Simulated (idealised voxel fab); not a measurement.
process module | voxel plated lines
Cross-sectional view cut (width: 225 nm; square cell size: 5 nm).
Cross-section spec: square-cell grid; bands listed top down; each band is one or more rows.
Read a band's entry like this: the first values are the height of its top and the height of its bottom in nm, and what follows is the sequence of materials from left to right, each with its width in nm. Note that "air" is empty space, and that a single material marked "all across" reaches across the band from edge to edge.
Height 0 is the level under which the wafer as received is all one material. The lowest band goes on downwards, as in "top 0, no bottom".
Per-row width for "30 to 40": begins at first number (top row of band), ends at second number (bottom row), increment between rows held constant.
No cell of the cross-section changed in a step that is given as "nothing got changed".
Closed-off voids of 8+ cells (no open route to the top) go in "Unvented voids", written width x height at distance from the left edge, in nm.
Read whatever lies past the settings on a step's line as the simulator's own remark about the step.
overlay nm: mask offset rightward from planned place, masked step; negative means leftward offset.
Process steps - plan
step 1: RECEIVE, material Si
step 2: CONFORMAL_DEP, material Al2O3, thk nm 5
step 3: DIRECTIONAL_DEP, material TiN, thk nm 5
step 4: PATTERN, tone open, mask id LINES, material resist, width nm 20, pitch nm 45, thk nm 30, overlay nm 0
step 5: EPI, material Ru, thk nm 5
step 6: EPI, material Ru, thk nm 5
step 7: STRIP, etch materials resist
step 8: DIRECTIONAL_ETCH, etch materials TiN, depth nm 5
step 9: CONFORMAL_DEP, material SiN, thk nm 10
Cross-section of the wafer at receipt, which is the condition after step 1
    top 0, no bottom | Si all across
    Unvented voids: none
Module complete, cross-section. Starting point and plan per above. One mistake made in running the module
    top 20, bottom 10 | SiN all across
    top 10, bottom 5 | Al2O3 all across
    top 5, bottom 0 | TiN all across
    top 0, no bottom | Si all across
    Unvented voids: none
The mistake made against the process plan was this: the processing plan was not followed for steps 2 and 3, which were run with their positions exchanged
